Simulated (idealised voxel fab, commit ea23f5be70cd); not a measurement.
The process module presented herein is designated voxel transistor to metal.
In the cross-section labelled cut, the width is 190 nm and each square cell is 5 nm.
In this document a cross-section is written as a grid of square cells. It is given as a series of bands, listed from the top down, and a band is one or more rows of cells.
It is stipulated that each band's entry specify, in nanometres, the height of the top of the band and then that of its bottom, followed by the materials of the band in left-to-right sequence, each together with its width in nanometres. A single material marked by the word "full width" is understood to fill the band from edge to edge; the word "air" is understood to denote empty space.
Height is counted from the level 0, under which the received wafer is composed throughout of one material. The lowest of the bands is not closed at the bottom but continues downward, in the notation "0 nm and below".
With a width like "30 to 40", each row of cells in the band differs from the next by the same amount, the top row carrying the first number and the bottom row the second.
You'll sometimes find "all unchanged" written for a step, and that's the way of saying that nowhere in the cross-section did a cell change during that step.
"Sealed internal voids": empty spaces of 8 cells or more with no open way to the top, each given as width x height at distance, distance from the left edge, all in nm.
On a step's line, text after the settings is the simulator commenting on that step.
Among the settings permitted on a step's line is "overlay nm"; applied to a step with a mask, it specifies the extent to which the mask lay to the right of its planned position, whereas a negative figure signifies a position to the left.
## The planned process steps are enumerated hereunder
1) RECEIVE, material Si
2) OXIDIZE, depth nm 5
3) CONFORMAL_DEP, material SiN, thk nm 10
4) MASKED_ETCH, tone cover, mask id ACTIVE, width nm 100, etch materials SiN, depth nm 10, overlay nm 0
5) MASKED_ETCH, tone cover, mask id ACTIVE, width nm 100, etch materials SiO2, depth nm 5, overlay nm 0
6) MASKED_ETCH, tone cover, mask id ACTIVE, width nm 100, etch materials Si, depth nm 35, overlay nm 0
7) OXIDIZE, depth nm 5
8) FILL_DEP, material SiO2, thk nm 15
9) CMP, height nm 10
10) SELECTIVE_ETCH, etch materials SiO2, depth nm 5
11) STRIP, etch materials SiN
12) SELECTIVE_ETCH, etch materials SiO2, depth nm 5
13) OXIDIZE, depth nm 5
14) DIRECTIONAL_DEP, material polySi, thk nm 20
15) DIRECTIONAL_DEP, material SiCN, thk nm 10
16) PATTERN, tone cover, mask id GATE, material resist, width nm 20, thk nm 20, overlay nm 0
17) DIRECTIONAL_ETCH, etch materials SiCN, depth nm 20
18) DIRECTIONAL_ETCH, etch materials polySi, depth nm 30
19) STRIP, etch materials resist
20) CONFORMAL_DEP, material SiO2, thk nm 5
21) DIRECTIONAL_ETCH, etch materials SiO2, depth nm 5
22) CONFORMAL_DEP, material SiN, thk nm 10
23) DIRECTIONAL_ETCH, etch materials SiN, depth nm 10
24) DIRECTIONAL_ETCH, etch materials SiO2, depth nm 5
25) DIRECTIONAL_ETCH, etch materials Si, depth nm 10
26) EPI, material nSi, thk nm 15
27) FILL_DEP, material SiO2, thk nm 10
28) CMP, height nm 25
29) DIRECTIONAL_DEP, material SiO2, thk nm 15
30) PATTERN, tone open, mask id CONTACT, material resist, width nm 15, pitch nm 75, thk nm 20, overlay nm 0
31) DIRECTIONAL_ETCH, etch materials SiO2, depth nm 35
32) STRIP, etch materials resist
33) CONFORMAL_DEP, material TiN, thk nm 5
34) FILL_DEP, material Ru, thk nm 10
35) CMP, height nm 40
36) CONFORMAL_DEP, material SiCN, thk nm 5
37) DIRECTIONAL_DEP, material lowk, thk nm 15
38) PATTERN, tone open, mask id METAL_1, material resist, width nm 15, pitch nm 75, thk nm 20, overlay nm 0
39) DIRECTIONAL_ETCH, etch materials lowk, depth nm 15
40) DIRECTIONAL_ETCH, etch materials SiCN, depth nm 5
41) STRIP, etch materials resist
42) CONFORMAL_DEP, material TiN, thk nm 5
43) FILL_DEP, material Ru, thk nm 5
44) CMP, height nm 60
45) CONFORMAL_DEP, material SiN, thk nm 5
## First wafer out of two, processed as planned
## So this is the incoming wafer in cross-section - it's already been through step 1
    0 nm and below | Si full width
    Sealed internal voids: none
## Sectional view: wafer, after step 2
    0 nm to -5 nm | SiO2 full width
    For the remainder of the cross-section, below -5, there is no change.
## Sectional view: wafer, after step 3
    10 nm to 0 nm | SiN full width
    For the remainder of the cross-section, below 0, there is no change.
## Sectional view: wafer, after step 4
    10 nm to 0 nm | air=45 / SiN=100 / air=45
    For the remainder of the cross-section, below 0, there is no change.
## Sectional view: wafer, after step 5
    10 nm to 0 nm | air=45 / SiN=100 / air=45
    0 nm to -5 nm | air=45 / SiO2=100 / air=45
    For the remainder of the cross-section, below -5, there is no change.
## Sectional view: wafer, after step 6
    10 nm to 0 nm | air=45 / SiN=100 / air=45
    0 nm to -5 nm | air=45 / SiO2=100 / air=45
    -5 nm to -40 nm | air=45 / Si=100 / air=45
    For the remainder of the cross-section, below -40, there is no change.
## Sectional view: wafer, after step 7
    10 nm to 0 nm | air=45 / SiN=100 / air=45
    0 nm to -5 nm | air=45 / SiO2=100 / air=45
    -5 nm to -40 nm | air=45 / SiO2=5 / Si=90 / SiO2=5 / air=45
    -40 nm to -45 nm | SiO2=50 / Si=90 / SiO2=50
    For the remainder of the cross-section, below -45, there is no change.
## Sectional view: wafer, after step 8
    25 nm to 10 nm | SiO2 full width
    10 nm to 0 nm | SiO2=45 / SiN=100 / SiO2=45
    0 nm to -5 nm | SiO2 full width
    -5 nm to -45 nm | SiO2=50 / Si=90 / SiO2=50
    For the remainder of the cross-section, below -45, there is no change.
## Sectional view: wafer, after step 9
    10 nm to 0 nm | SiO2=45 / SiN=100 / SiO2=45
    For the remainder of the cross-section, below 0, there is no change.
## Sectional view: wafer, after step 10
    10 nm to 5 nm | air=45 / SiN=100 / air=45
    For the remainder of the cross-section, below 5, there is no change.
## Sectional view: wafer, after step 11
    5 nm to 0 nm | SiO2=45 / air=100 / SiO2=45
    For the remainder of the cross-section, below 0, there is no change.
## Sectional view: wafer, after step 12
    0 nm to -5 nm | SiO2=40 / air=110 / SiO2=40
    For the remainder of the cross-section, below -5, there is no change.
## Sectional view: wafer, after step 13
    0 nm to -5 nm | SiO2=40 / air=110 / SiO2=40
    -5 nm to -10 nm | SiO2 full width
    For the remainder of the cross-section, below -10, there is no change.
## Sectional view: wafer, after step 14
    20 nm to 15 nm | polySi=40 / air=110 / polySi=40
    15 nm to 0 nm | polySi full width
    0 nm to -5 nm | SiO2=40 / polySi=110 / SiO2=40
    For the remainder of the cross-section, below -5, there is no change.
## Sectional view: wafer, after step 15
    30 nm to 25 nm | SiCN=40 / air=110 / SiCN=40
    25 nm to 20 nm | SiCN full width
    20 nm to 15 nm | polySi=40 / SiCN=110 / polySi=40
    For the remainder of the cross-section, below 15, there is no change.
## Sectional view: wafer, after step 16
    50 nm to 30 nm | air=85 / resist=20 / air=85
    30 nm to 25 nm | SiCN=40 / air=45 / resist=20 / air=45 / SiCN=40
    For the remainder of the cross-section, below 25, there is no change.
## Sectional view: wafer, after step 17
    50 nm to 25 nm | air=85 / resist=20 / air=85
    25 nm to 20 nm | air=85 / SiCN=20 / air=85
    20 nm to 15 nm | polySi=40 / air=45 / SiCN=20 / air=45 / polySi=40
    For the remainder of the cross-section, below 15, there is no change.
## Sectional view: wafer, after step 18
    50 nm to 25 nm | air=85 / resist=20 / air=85
    25 nm to 15 nm | air=85 / SiCN=20 / air=85
    15 nm to 0 nm | air=85 / polySi=20 / air=85
    0 nm to -5 nm | SiO2=40 / air=45 / polySi=20 / air=45 / SiO2=40
    For the remainder of the cross-section, below -5, there is no change.
## Sectional view: wafer, after step 19
    25 nm to 15 nm | air=85 / SiCN=20 / air=85
    For the remainder of the cross-section, below 15, there is no change.
## Sectional view: wafer, after step 20
    30 nm to 25 nm | air=80 / SiO2=30 / air=80
    25 nm to 15 nm | air=80 / SiO2=5 / SiCN=20 / SiO2=5 / air=80
    15 nm to 5 nm | air=80 / SiO2=5 / polySi=20 / SiO2=5 / air=80
    5 nm to 0 nm | SiO2=45 / air=35 / SiO2=5 / polySi=20 / SiO2=5 / air=35 / SiO2=45
    0 nm to -5 nm | SiO2=85 / polySi=20 / SiO2=85
    For the remainder of the cross-section, below -5, there is no change.
## Sectional view: wafer, after step 21
    25 nm to 15 nm | air=80 / SiO2=5 / SiCN=20 / SiO2=5 / air=80
    15 nm to 0 nm | air=80 / SiO2=5 / polySi=20 / SiO2=5 / air=80
    0 nm to -5 nm | SiO2=45 / air=35 / SiO2=5 / polySi=20 / SiO2=5 / air=35 / SiO2=45
    For the remainder of the cross-section, below -5, there is no change.
## Sectional view: wafer, after step 22
    35 nm to 25 nm | air=70 / SiN=50 / air=70
    25 nm to 15 nm | air=70 / SiN=10 / SiO2=5 / SiCN=20 / SiO2=5 / SiN=10 / air=70
    15 nm to 10 nm | air=70 / SiN=10 / SiO2=5 / polySi=20 / SiO2=5 / SiN=10 / air=70
    10 nm to 5 nm | SiN=55 / air=15 / SiN=10 / SiO2=5 / polySi=20 / SiO2=5 / SiN=10 / air=15 / SiN=55
    5 nm to 0 nm | SiN=80 / SiO2=5 / polySi=20 / SiO2=5 / SiN=80
    0 nm to -5 nm | SiO2=45 / SiN=35 / SiO2=5 / polySi=20 / SiO2=5 / SiN=35 / SiO2=45
    For the remainder of the cross-section, below -5, there is no change.
## Sectional view: wafer, after step 23
    25 nm to 15 nm | air=70 / SiN=10 / SiO2=5 / SiCN=20 / SiO2=5 / SiN=10 / air=70
    15 nm to 0 nm | air=70 / SiN=10 / SiO2=5 / polySi=20 / SiO2=5 / SiN=10 / air=70
    0 nm to -5 nm | SiO2=45 / SiN=10 / air=15 / SiN=10 / SiO2=5 / polySi=20 / SiO2=5 / SiN=10 / air=15 / SiN=10 / SiO2=45
    For the remainder of the cross-section, below -5, there is no change.
## Sectional view: wafer, after step 24
    25 nm to 20 nm | air=70 / SiN=10 / air=5 / SiCN=20 / air=5 / SiN=10 / air=70
    20 nm to 15 nm | air=70 / SiN=10 / SiO2=5 / SiCN=20 / SiO2=5 / SiN=10 / air=70
    15 nm to 0 nm | air=70 / SiN=10 / SiO2=5 / polySi=20 / SiO2=5 / SiN=10 / air=70
    0 nm to -5 nm | air=45 / SiN=10 / air=15 / SiN=10 / SiO2=5 / polySi=20 / SiO2=5 / SiN=10 / air=15 / SiN=10 / air=45
    -5 nm to -10 nm | SiO2=55 / air=15 / SiO2=50 / air=15 / SiO2=55
    For the remainder of the cross-section, below -10, there is no change.
## Sectional view: wafer, after step 25
    25 nm to 20 nm | air=70 / SiN=10 / air=5 / SiCN=20 / air=5 / SiN=10 / air=70
    20 nm to 15 nm | air=70 / SiN=10 / SiO2=5 / SiCN=20 / SiO2=5 / SiN=10 / air=70
    15 nm to 0 nm | air=70 / SiN=10 / SiO2=5 / polySi=20 / SiO2=5 / SiN=10 / air=70
    0 nm to -5 nm | air=45 / SiN=10 / air=15 / SiN=10 / SiO2=5 / polySi=20 / SiO2=5 / SiN=10 / air=15 / SiN=10 / air=45
    -5 nm to -10 nm | SiO2=55 / air=15 / SiO2=50 / air=15 / SiO2=55
    -10 nm to -20 nm | SiO2=50 / Si=5 / air=15 / Si=50 / air=15 / Si=5 / SiO2=50
    For the remainder of the cross-section, below -20, there is no change.
## Sectional view: wafer, after step 26
    25 nm to 20 nm | air=70 / SiN=10 / air=5 / SiCN=20 / air=5 / SiN=10 / air=70
    20 nm to 15 nm | air=70 / SiN=10 / SiO2=5 / SiCN=20 / SiO2=5 / SiN=10 / air=70
    15 nm to 5 nm | air=70 / SiN=10 / SiO2=5 / polySi=20 / SiO2=5 / SiN=10 / air=70
    5 nm to 0 nm | air=50 / nSi=20 / SiN=10 / SiO2=5 / polySi=20 / SiO2=5 / SiN=10 / nSi=20 / air=50
    0 nm to -5 nm | air=45 / SiN=10 / nSi=15 / SiN=10 / SiO2=5 / polySi=20 / SiO2=5 / SiN=10 / nSi=15 / SiN=10 / air=45
    -5 nm to -10 nm | SiO2=55 / nSi=15 / SiO2=50 / nSi=15 / SiO2=55
    -10 nm to -20 nm | SiO2=50 / Si=5 / nSi=15 / Si=50 / nSi=15 / Si=5 / SiO2=50
    For the remainder of the cross-section, below -20, there is no change.
## Sectional view: wafer, after step 27
    35 nm to 25 nm | SiO2 full width
    25 nm to 15 nm | SiO2=70 / SiN=10 / SiO2=5 / SiCN=20 / SiO2=5 / SiN=10 / SiO2=70
    15 nm to 5 nm | SiO2=70 / SiN=10 / SiO2=5 / polySi=20 / SiO2=5 / SiN=10 / SiO2=70
    5 nm to 0 nm | SiO2=50 / nSi=20 / SiN=10 / SiO2=5 / polySi=20 / SiO2=5 / SiN=10 / nSi=20 / SiO2=50
    0 nm to -5 nm | SiO2=45 / SiN=10 / nSi=15 / SiN=10 / SiO2=5 / polySi=20 / SiO2=5 / SiN=10 / nSi=15 / SiN=10 / SiO2=45
    For the remainder of the cross-section, below -5, there is no change.
## Sectional view: wafer, after step 28
    25 nm to 15 nm | SiO2=70 / SiN=10 / SiO2=5 / SiCN=20 / SiO2=5 / SiN=10 / SiO2=70
    For the remainder of the cross-section, below 15, there is no change.
## Sectional view: wafer, after step 29
    40 nm to 25 nm | SiO2 full width
    For the remainder of the cross-section, below 25, there is no change.
## Sectional view: wafer, after step 30
    60 nm to 40 nm | resist=50 / air=15 / resist=60 / air=15 / resist=50
    For the remainder of the cross-section, below 40, there is no change.
## Sectional view: wafer, after step 31
    60 nm to 40 nm | resist=50 / air=15 / resist=60 / air=15 / resist=50
    40 nm to 25 nm | SiO2=50 / air=15 / SiO2=60 / air=15 / SiO2=50
    25 nm to 15 nm | SiO2=50 / air=15 / SiO2=5 / SiN=10 / SiO2=5 / SiCN=20 / SiO2=5 / SiN=10 / SiO2=5 / air=15 / SiO2=50
    15 nm to 5 nm | SiO2=50 / air=15 / SiO2=5 / SiN=10 / SiO2=5 / polySi=20 / SiO2=5 / SiN=10 / SiO2=5 / air=15 / SiO2=50
    For the remainder of the cross-section, below 5, there is no change.
## Sectional view: wafer, after step 32
    40 nm to 25 nm | SiO2=50 / air=15 / SiO2=60 / air=15 / SiO2=50
    For the remainder of the cross-section, below 25, there is no change.
## Sectional view: wafer, after step 33
    45 nm to 40 nm | TiN=55 / air=5 / TiN=70 / air=5 / TiN=55
    40 nm to 25 nm | SiO2=50 / TiN=5 / air=5 / TiN=5 / SiO2=60 / TiN=5 / air=5 / TiN=5 / SiO2=50
    25 nm to 15 nm | SiO2=50 / TiN=5 / air=5 / TiN=5 / SiO2=5 / SiN=10 / SiO2=5 / SiCN=20 / SiO2=5 / SiN=10 / SiO2=5 / TiN=5 / air=5 / TiN=5 / SiO2=50
    15 nm to 10 nm | SiO2=50 / TiN=5 / air=5 / TiN=5 / SiO2=5 / SiN=10 / SiO2=5 / polySi=20 / SiO2=5 / SiN=10 / SiO2=5 / TiN=5 / air=5 / TiN=5 / SiO2=50
    10 nm to 5 nm | SiO2=50 / TiN=15 / SiO2=5 / SiN=10 / SiO2=5 / polySi=20 / SiO2=5 / SiN=10 / SiO2=5 / TiN=15 / SiO2=50
    For the remainder of the cross-section, below 5, there is no change.
## Sectional view: wafer, after step 34
    55 nm to 45 nm | Ru full width
    45 nm to 40 nm | TiN=55 / Ru=5 / TiN=70 / Ru=5 / TiN=55
    40 nm to 25 nm | SiO2=50 / TiN=5 / Ru=5 / TiN=5 / SiO2=60 / TiN=5 / Ru=5 / TiN=5 / SiO2=50
    25 nm to 15 nm | SiO2=50 / TiN=5 / Ru=5 / TiN=5 / SiO2=5 / SiN=10 / SiO2=5 / SiCN=20 / SiO2=5 / SiN=10 / SiO2=5 / TiN=5 / Ru=5 / TiN=5 / SiO2=50
    15 nm to 10 nm | SiO2=50 / TiN=5 / Ru=5 / TiN=5 / SiO2=5 / SiN=10 / SiO2=5 / polySi=20 / SiO2=5 / SiN=10 / SiO2=5 / TiN=5 / Ru=5 / TiN=5 / SiO2=50
    For the remainder of the cross-section, below 10, there is no change.
## Sectional view: wafer, after step 35
    40 nm to 25 nm | SiO2=50 / TiN=5 / Ru=5 / TiN=5 / SiO2=60 / TiN=5 / Ru=5 / TiN=5 / SiO2=50
    For the remainder of the cross-section, below 25, there is no change.
## Sectional view: wafer, after step 36
    45 nm to 40 nm | SiCN full width
    For the remainder of the cross-section, below 40, there is no change.
## Sectional view: wafer, after step 37
    60 nm to 45 nm | lowk full width
    For the remainder of the cross-section, below 45, there is no change.
## Sectional view: wafer, after step 38
    80 nm to 60 nm | resist=50 / air=15 / resist=60 / air=15 / resist=50
    For the remainder of the cross-section, below 60, there is no change.
## Sectional view: wafer, after step 39
    80 nm to 60 nm | resist=50 / air=15 / resist=60 / air=15 / resist=50
    60 nm to 45 nm | lowk=50 / air=15 / lowk=60 / air=15 / lowk=50
    For the remainder of the cross-section, below 45, there is no change.
## Sectional view: wafer, after step 40
    80 nm to 60 nm | resist=50 / air=15 / resist=60 / air=15 / resist=50
    60 nm to 45 nm | lowk=50 / air=15 / lowk=60 / air=15 / lowk=50
    45 nm to 40 nm | SiCN=50 / air=15 / SiCN=60 / air=15 / SiCN=50
    For the remainder of the cross-section, below 40, there is no change.
## Sectional view: wafer, after step 41
    60 nm to 45 nm | lowk=50 / air=15 / lowk=60 / air=15 / lowk=50
    For the remainder of the cross-section, below 45, there is no change.
## Sectional view: wafer, after step 42
    65 nm to 60 nm | TiN=55 / air=5 / TiN=70 / air=5 / TiN=55
    60 nm to 45 nm | lowk=50 / TiN=5 / air=5 / TiN=5 / lowk=60 / TiN=5 / air=5 / TiN=5 / lowk=50
    45 nm to 40 nm | SiCN=50 / TiN=15 / SiCN=60 / TiN=15 / SiCN=50
    For the remainder of the cross-section, below 40, there is no change.
## Sectional view: wafer, after step 43
    70 nm to 65 nm | Ru full width
    65 nm to 60 nm | TiN=55 / Ru=5 / TiN=70 / Ru=5 / TiN=55
    60 nm to 45 nm | lowk=50 / TiN=5 / Ru=5 / TiN=5 / lowk=60 / TiN=5 / Ru=5 / TiN=5 / lowk=50
    For the remainder of the cross-section, below 45, there is no change.
## Sectional view: wafer, after step 44
    60 nm to 45 nm | lowk=50 / TiN=5 / Ru=5 / TiN=5 / lowk=60 / TiN=5 / Ru=5 / TiN=5 / lowk=50
    For the remainder of the cross-section, below 45, there is no change.
## Sectional view: wafer, after step 45
    65 nm to 60 nm | SiN full width
    For the remainder of the cross-section, below 60, there is no change.
## Regarding the second of the two wafers: it shared the first wafer's starting condition and process plan, yet one error occurred during its execution. Its history coincides with that of the first wafer up to and including step 29
## Cross-section, second wafer, at the end time the plan gives for step 30
    60 nm to 40 nm | air=50 / resist=15 / air=60 / resist=15 / air=50
    For the remainder of the cross-section, below 40, there is no change.
## Cross-section, second wafer, at the end time the plan gives for step 31
    60 nm to 40 nm | air=50 / resist=15 / air=60 / resist=15 / air=50
    40 nm to 25 nm | air=50 / SiO2=15 / air=60 / SiO2=15 / air=50
    25 nm to 15 nm | air=50 / SiO2=15 / air=5 / SiN=10 / air=5 / SiCN=20 / air=5 / SiN=10 / air=5 / SiO2=15 / air=50
    15 nm to 5 nm | air=50 / SiO2=15 / air=5 / SiN=10 / air=5 / polySi=20 / air=5 / SiN=10 / air=5 / SiO2=15 / air=50
    For the remainder of the cross-section, below 5, there is no change.
## Cross-section, second wafer, at the end time the plan gives for step 32
    40 nm to 25 nm | air=50 / SiO2=15 / air=60 / SiO2=15 / air=50
    For the remainder of the cross-section, below 25, there is no change.
## Cross-section, second wafer, at the end time the plan gives for step 33
    45 nm to 40 nm | air=45 / TiN=25 / air=50 / TiN=25 / air=45
    40 nm to 30 nm | air=45 / TiN=5 / SiO2=15 / TiN=5 / air=50 / TiN=5 / SiO2=15 / TiN=5 / air=45
    30 nm to 25 nm | air=45 / TiN=5 / SiO2=15 / TiN=60 / SiO2=15 / TiN=5 / air=45
    25 nm to 15 nm | air=45 / TiN=5 / SiO2=15 / TiN=5 / SiN=10 / TiN=5 / SiCN=20 / TiN=5 / SiN=10 / TiN=5 / SiO2=15 / TiN=5 / air=45
    15 nm to 10 nm | air=45 / TiN=5 / SiO2=15 / TiN=5 / SiN=10 / TiN=5 / polySi=20 / TiN=5 / SiN=10 / TiN=5 / SiO2=15 / TiN=5 / air=45
    10 nm to 5 nm | TiN=50 / SiO2=15 / TiN=5 / SiN=10 / TiN=5 / polySi=20 / TiN=5 / SiN=10 / TiN=5 / SiO2=15 / TiN=50
    For the remainder of the cross-section, below 5, there is no change.
## Cross-section, second wafer, at the end time the plan gives for step 34
    55 nm to 45 nm | Ru full width
    45 nm to 40 nm | Ru=45 / TiN=25 / Ru=50 / TiN=25 / Ru=45
    40 nm to 30 nm | Ru=45 / TiN=5 / SiO2=15 / TiN=5 / Ru=50 / TiN=5 / SiO2=15 / TiN=5 / Ru=45
    30 nm to 25 nm | Ru=45 / TiN=5 / SiO2=15 / TiN=60 / SiO2=15 / TiN=5 / Ru=45
    25 nm to 15 nm | Ru=45 / TiN=5 / SiO2=15 / TiN=5 / SiN=10 / TiN=5 / SiCN=20 / TiN=5 / SiN=10 / TiN=5 / SiO2=15 / TiN=5 / Ru=45
    15 nm to 10 nm | Ru=45 / TiN=5 / SiO2=15 / TiN=5 / SiN=10 / TiN=5 / polySi=20 / TiN=5 / SiN=10 / TiN=5 / SiO2=15 / TiN=5 / Ru=45
    For the remainder of the cross-section, below 10, there is no change.
## Cross-section, second wafer, at the end time the plan gives for step 35
    40 nm to 30 nm | Ru=45 / TiN=5 / SiO2=15 / TiN=5 / Ru=50 / TiN=5 / SiO2=15 / TiN=5 / Ru=45
    For the remainder of the cross-section, below 30, there is no change.
## Cross-section, second wafer, at the end time the plan gives for step 36
    45 nm to 40 nm | SiCN full width
    For the remainder of the cross-section, below 40, there is no change.
## Cross-section, second wafer, at the end time the plan gives for step 37
    60 nm to 45 nm | lowk full width
    For the remainder of the cross-section, below 45, there is no change.
## Cross-section, second wafer, at the end time the plan gives for step 38
    80 nm to 60 nm | resist=50 / air=15 / resist=60 / air=15 / resist=50
    For the remainder of the cross-section, below 60, there is no change.
## Cross-section, second wafer, at the end time the plan gives for step 39
    80 nm to 60 nm | resist=50 / air=15 / resist=60 / air=15 / resist=50
    60 nm to 45 nm | lowk=50 / air=15 / lowk=60 / air=15 / lowk=50
    For the remainder of the cross-section, below 45, there is no change.
## Cross-section, second wafer, at the end time the plan gives for step 40
    80 nm to 60 nm | resist=50 / air=15 / resist=60 / air=15 / resist=50
    60 nm to 45 nm | lowk=50 / air=15 / lowk=60 / air=15 / lowk=50
    45 nm to 40 nm | SiCN=50 / air=15 / SiCN=60 / air=15 / SiCN=50
    For the remainder of the cross-section, below 40, there is no change.
## Cross-section, second wafer, at the end time the plan gives for step 41
    60 nm to 45 nm | lowk=50 / air=15 / lowk=60 / air=15 / lowk=50
    For the remainder of the cross-section, below 45, there is no change.
## Cross-section, second wafer, at the end time the plan gives for step 42
    65 nm to 60 nm | TiN=55 / air=5 / TiN=70 / air=5 / TiN=55
    60 nm to 45 nm | lowk=50 / TiN=5 / air=5 / TiN=5 / lowk=60 / TiN=5 / air=5 / TiN=5 / lowk=50
    45 nm to 40 nm | SiCN=50 / TiN=15 / SiCN=60 / TiN=15 / SiCN=50
    For the remainder of the cross-section, below 40, there is no change.
## Cross-section, second wafer, at the end time the plan gives for step 43
    70 nm to 65 nm | Ru full width
    65 nm to 60 nm | TiN=55 / Ru=5 / TiN=70 / Ru=5 / TiN=55
    60 nm to 45 nm | lowk=50 / TiN=5 / Ru=5 / TiN=5 / lowk=60 / TiN=5 / Ru=5 / TiN=5 / lowk=50
    For the remainder of the cross-section, below 45, there is no change.
## Cross-section, second wafer, at the end time the plan gives for step 44
    60 nm to 45 nm | lowk=50 / TiN=5 / Ru=5 / TiN=5 / lowk=60 / TiN=5 / Ru=5 / TiN=5 / lowk=50
    For the remainder of the cross-section, below 45, there is no change.
## Cross-section, second wafer, at the end time the plan gives for step 45
    65 nm to 60 nm | SiN full width
    For the remainder of the cross-section, below 60, there is no change.
What was the processing mistake? step 30 was processed under conditions differing from the plan, specifically as PATTERN, tone cover, mask id CONTACT, material resist, width nm 15, pitch nm 75, thk nm 20, overlay nm 0
Final tally in cells, some materials are higher or lower on the second wafer than on the first: +116 Ru | -150 SiO2 | +34 TiN
